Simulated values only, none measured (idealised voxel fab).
Herein follows the process module entitled voxel capacitor over wiring.
Cross-section cut spans 215 nm and uses square cells 5 nm in size.
Throughout this document, each cross-section is represented as a grid of square cells and is presented as a sequence of bands enumerated from the top downward, where a band comprises one or more rows of cells. Top height, bottom height, nm. Materials left to right, width each, nm. Single material + "throughout" = fills band edge to edge. "empty" = empty. Convention: height 0 is the level below which the wafer, as received, is all one material. The lowest band does not terminate at the bottom but continues downward, represented as "0 nm and below". Graded width ("30..40"): value in top row of band = first number; value in bottom row = second number; row-to-row change constant. Any step labelled "everything unchanged" changed none of the cells in the cross-section. For the entry "Tabulated closed voids", the listed items are empty spaces with no open way to the top whose size is 8 cells or more; each item follows the pattern width x height at distance, where distance is from the left edge and all three are in nm. Anything after a step's settings on that line? It's the simulator's own note about the step. If you see "overlay nm" on a step's line and that step has a mask, it's telling you how far right of where it was planned the mask ended up; a negative number means it went left instead.

# So here's the lineup of process steps we planned
1: RECEIVE: material Si
2: CONFORMAL_DEP: material SiO2, thk nm 10
3: CONFORMAL_DEP: material SiN, thk nm 5
4: DIRECTIONAL_DEP: material lowk, thk nm 15
5: MASKED_ETCH: tone open, mask id METAL_1, width nm 30, pitch nm 100, etch materials lowk, depth nm 15, overlay nm 0
6: MASKED_ETCH: tone open, mask id METAL_1, width nm 30, pitch nm 100, etch materials SiN, depth nm 5, overlay nm 0
7: CONFORMAL_DEP: material TiN, thk nm 5
8: FILL_DEP: material Cu, thk nm 10
9: CMP: height nm 30
10: CONFORMAL_DEP: material SiCN, thk nm 5
11: DIRECTIONAL_DEP: material SiO2, thk nm 15
12: DIRECTIONAL_DEP: material aC, thk nm 15
13: PATTERN: tone open, mask id PLUG_1, material resist, width nm 15, thk nm 30, overlay nm 0
14: DIRECTIONAL_ETCH: etch materials aC, depth nm 15
15: STRIP: etch materials resist
16: DIRECTIONAL_ETCH: etch materials SiO2, depth nm 15
17: DIRECTIONAL_ETCH: etch materials SiCN, depth nm 5
18: STRIP: etch materials aC
19: CONFORMAL_DEP: material TiN, thk nm 5
20: FILL_DEP: material Cu, thk nm 5
21: CMP: height nm 50
22: DIRECTIONAL_DEP: material TiN, thk nm 10
23: DIRECTIONAL_DEP: material HfO2, thk nm 5
24: DIRECTIONAL_DEP: material TiN, thk nm 5
25: DIRECTIONAL_DEP: material aC, thk nm 10
26: PATTERN: tone cover, mask id UPPER_PLATE, material resist, width nm 75, thk nm 30, overlay nm 0
27: DIRECTIONAL_ETCH: etch materials aC, depth nm 10
28: STRIP: etch materials resist
29: DIRECTIONAL_ETCH: etch materials TiN, depth nm 5
30: DIRECTIONAL_ETCH: etch materials HfO2, depth nm 5
31: STRIP: etch materials aC
32: DIRECTIONAL_DEP: material aC, thk nm 10
33: PATTERN: tone cover, mask id LOWER_PLATE, material resist, width nm 85, thk nm 25, overlay nm 0
34: DIRECTIONAL_ETCH: etch materials aC, depth nm 10
35: STRIP: etch materials resist
36: DIRECTIONAL_ETCH: etch materials TiN, depth nm 10
37: STRIP: etch materials aC
38: FILL_DEP: material SiO2, thk nm 15
39: CMP: height nm 80
40: PATTERN: tone open, mask id PLUG_2, material resist, width nm 15, thk nm 15, overlay nm 0
41: DIRECTIONAL_ETCH: etch materials SiO2, depth nm 10
42: STRIP: etch materials resist
43: CONFORMAL_DEP: material TiN, thk nm 5
44: FILL_DEP: material W, thk nm 10
45: CMP: height nm 80
46: CONFORMAL_DEP: material SiCN, thk nm 5

# Wafer cross-section on receipt, i.e. after step 1
0 nm and below | Si throughout
Tabulated closed voids: none

# a wafer at the end: this start, this plan, one mistake
85 nm to 80 nm | SiCN throughout
80 nm to 75 nm | 65 of SiO2, 5 of TiN, 5 of W, 5 of TiN, 135 of SiO2
75 nm to 65 nm | 65..55 of SiO2, 15..75 of TiN, 135..85 of SiO2
65 nm to 60 nm | 55 of SiO2, 75 of HfO2, 85 of SiO2
60 nm to 50 nm | 50 of SiO2, 85 of TiN, 80 of SiO2
50 nm to 35 nm | 55 of SiO2, 5 of TiN, 5 of Cu, 5 of TiN, 145 of SiO2
35 nm to 30 nm | 55 of SiCN, 15 of TiN, 145 of SiCN
30 nm to 25 nm | 40 of SiN, 30 of TiN, 70 of SiN, 30 of TiN, 45 of SiN
25 nm to 10 nm | lowk throughout
10 nm to 0 nm | SiO2 throughout
0 nm and below | Si throughout
Tabulated closed voids: none
Here's what went sideways: the run placed steps 3 and 4 each in the position the plan gave to the other
